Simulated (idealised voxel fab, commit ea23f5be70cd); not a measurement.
Documented hereafter: the process module known as voxel self aligned vias.
Each square cell in cross-section cut measures 5 nm, and the section as a whole is 195 nm wide.
Think of the cross-section as a grid of square cells. We describe it in bands, top to bottom, and each band covers one or more rows of those cells.
In this notation a band is specified by the heights of its top and bottom, in that order and in nm, after which its materials appear from left to right, each paired with its width in nm. The word "edge to edge" attached to a single material means that material fills the band from edge to edge; the word "air" stands for empty space.
Height is counted from the level 0, under which the received wafer is composed throughout of one material. The lowest of the bands is not closed at the bottom but continues downward, in the notation "0 down".
A width given as "30->40" starts at the first number in the band's top row and ends at the second number in its bottom row, shifting by an equal amount at every step from row to row.
Given "no alterations made" for a step, no cell of the cross-section differs between before and after that step.
What "Fully enclosed voids" gives you is every empty space of 8 cells or more that is cut off from the top. Each appears as width x height at distance, with the distance taken from the left edge and width, height and distance all in nm.
Past the settings on a step's line: simulator remark, on that step.
overlay nm: where the mask lay relative to plan, measured to the right, on steps with a mask; negatives go left.

### The process steps that were planned are listed below
1,RECEIVE with material Si
2,CONFORMAL_DEP with material SiO2, thk nm 10
3,CONFORMAL_DEP with material SiCN, thk nm 5
4,DIRECTIONAL_DEP with material SiO2, thk nm 20
5,MASKED_ETCH with tone open, mask id LINES, width nm 25, pitch nm 65, etch materials SiO2, depth nm 20, overlay nm 0
6,CONFORMAL_DEP with material TiN, thk nm 5
7,FILL_DEP with material Ru, thk nm 5
8,CMP with height nm 35
9,SELECTIVE_ETCH with etch materials W Ru TiN, depth nm 5
10,FILL_DEP with material SiN, thk nm 5
11,CMP with height nm 35
12,DIRECTIONAL_DEP with material SiO2, thk nm 15
13,DIRECTIONAL_DEP with material aC, thk nm 10
14,PATTERN with tone open, mask id VIAS, material resist, width nm 45, thk nm 25, overlay nm 0
15,DIRECTIONAL_ETCH with etch materials aC, depth nm 10
16,STRIP with etch materials resist
17,DIRECTIONAL_ETCH with etch materials SiO2, depth nm 15
18,DIRECTIONAL_ETCH with etch materials SiN, depth nm 5
19,STRIP with etch materials aC
20,CONFORMAL_DEP with material TiN, thk nm 5
21,FILL_DEP with material Cu, thk nm 10
22,CMP with height nm 50
23,CONFORMAL_DEP with material SiCN, thk nm 5

### The cross-section here shows the wafer as received, i.e. in its state after step 1
- 0 down: Si edge to edge
- Fully enclosed voids: none

### The plan above was carried out on the starting structure above with one mistake, and this cross-section shows the wafer at the end of the module
- 55 to 50: SiCN edge to edge
- 50 to 40: 40 of SiO2  5 of TiN  35 of Cu  5 of TiN  110 of SiO2
- 40 to 35: 40 of SiO2  45 of TiN  110 of SiO2
- 35 to 30: 40 of SiO2  10 of TiN  25 of SiN  10 of TiN  30 of SiO2  25 of SiN  55 of SiO2
- 30 to 20: 50 of SiO2  5 of TiN  15 of Ru  5 of TiN  40 of SiO2  5 of TiN  15 of Ru  5 of TiN  55 of SiO2
- 20 to 15: 50 of SiO2  25 of TiN  40 of SiO2  25 of TiN  55 of SiO2
- 15 to 10: SiCN edge to edge
- 10 to 0: SiO2 edge to edge
- 0 down: Si edge to edge
- Fully enclosed voids: none
Run error: it should be noted that step 18 was executed with settings other than those planned, the operation and settings actually applied being DIRECTIONAL_ETCH with etch materials SiO2, depth nm 5
